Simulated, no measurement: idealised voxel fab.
Process module name: voxel trench capacitor
Displayed cross-section: cut, width of 280 nm, square cells sized 5 nm.
This document writes a cross-section as a grid whose cells are square, and gives it as bands, listed from the top down; one or more rows of cells form a band. In this notation a band is specified by the heights of its top and bottom, in that order and in nm, after which its materials appear from left to right, each paired with its width in nm. The word "everywhere" attached to a single material means that material fills the band from edge to edge; the word "air" stands for empty space. Height reference: 0 = level under which incoming wafer is all one material. Lowest band: no bottom, runs on downward, e.g. "0 down". The width entry "30..40" should be interpreted row by row: the top row of cells in the band takes the first number, the bottom row takes the second number, and the change between adjacent rows is uniform throughout. "identical to before" (step): cross-section cells unchanged, all of them. The entry "Sealed voids" lists the empty spaces that cover at least 8 cells and have no open path to the top. Each is written as width x height at distance, where the distance is measured from the left edge and all three values are in nm. Anything after a step's settings on that line? It's the simulator's own note about the step. overlay nm: mask offset rightward from planned place, masked step; negative means leftward offset.

### Process steps foreseen in the plan
1,RECEIVE, material Si
2,CONFORMAL_DEP, material SiN, thk nm 10
3,MASKED_ETCH, tone open, mask id TRENCH, width nm 20, pitch nm 40, etch materials SiN, depth nm 10, overlay nm 0
4,MASKED_ETCH, tone open, mask id TRENCH, width nm 20, pitch nm 40, etch materials Si, depth nm 40, overlay nm 0
5,CONFORMAL_DEP, material SiO2, thk nm 5
6,FILL_DEP, material polySi, thk nm 10
7,CMP, height nm 10

### Cross-section of the wafer at receipt, which is the condition after step 1
  0 down = Si everywhere
  Sealed voids: none

### End-of-module cross-section of the first of two wafers, processed as planned
  10 to 0 = 90 nm SiN, 5 nm SiO2, 10 nm polySi, 5 nm SiO2, 20 nm SiN, 5 nm SiO2, 10 nm polySi, 5 nm SiO2, 20 nm SiN, 5 nm SiO2, 10 nm polySi, 5 nm SiO2, 90 nm SiN
  0 to -35 = 90 nm Si, 5 nm SiO2, 10 nm polySi, 5 nm SiO2, 20 nm Si, 5 nm SiO2, 10 nm polySi, 5 nm SiO2, 20 nm Si, 5 nm SiO2, 10 nm polySi, 5 nm SiO2, 90 nm Si
  -35 to -40 = 90 nm Si, 20 nm SiO2, 20 nm Si, 20 nm SiO2, 20 nm Si, 20 nm SiO2, 90 nm Si
  -40 down = Si everywhere
  Sealed voids: none

### This is the second of the two wafers, cross-sectioned at the end of the module; it started exactly like the first and was given the same plan, but it was run with one mistake
  10 to 0 = 90 nm polySi, 5 nm SiO2, 10 nm polySi, 5 nm SiO2, 20 nm polySi, 5 nm SiO2, 10 nm polySi, 5 nm SiO2, 20 nm polySi, 5 nm SiO2, 10 nm polySi, 5 nm SiO2, 90 nm polySi
  0 to -25 = 90 nm Si, 5 nm SiO2, 10 nm polySi, 5 nm SiO2, 20 nm Si, 5 nm SiO2, 10 nm polySi, 5 nm SiO2, 20 nm Si, 5 nm SiO2, 10 nm polySi, 5 nm SiO2, 90 nm Si
  -25 to -30 = 90 nm Si, 20 nm SiO2, 20 nm Si, 20 nm SiO2, 20 nm Si, 20 nm SiO2, 90 nm Si
  -30 down = Si everywhere
  Sealed voids: none
Diagnosis: the process deviated at step 2: the operation and settings actually run there were CONFORMAL_DEP, material polySi, thk nm 10
Materials where the second wafer ends with more or fewer cells than the first: +24 Si | -88 SiN | -12 SiO2 | +76 polySi
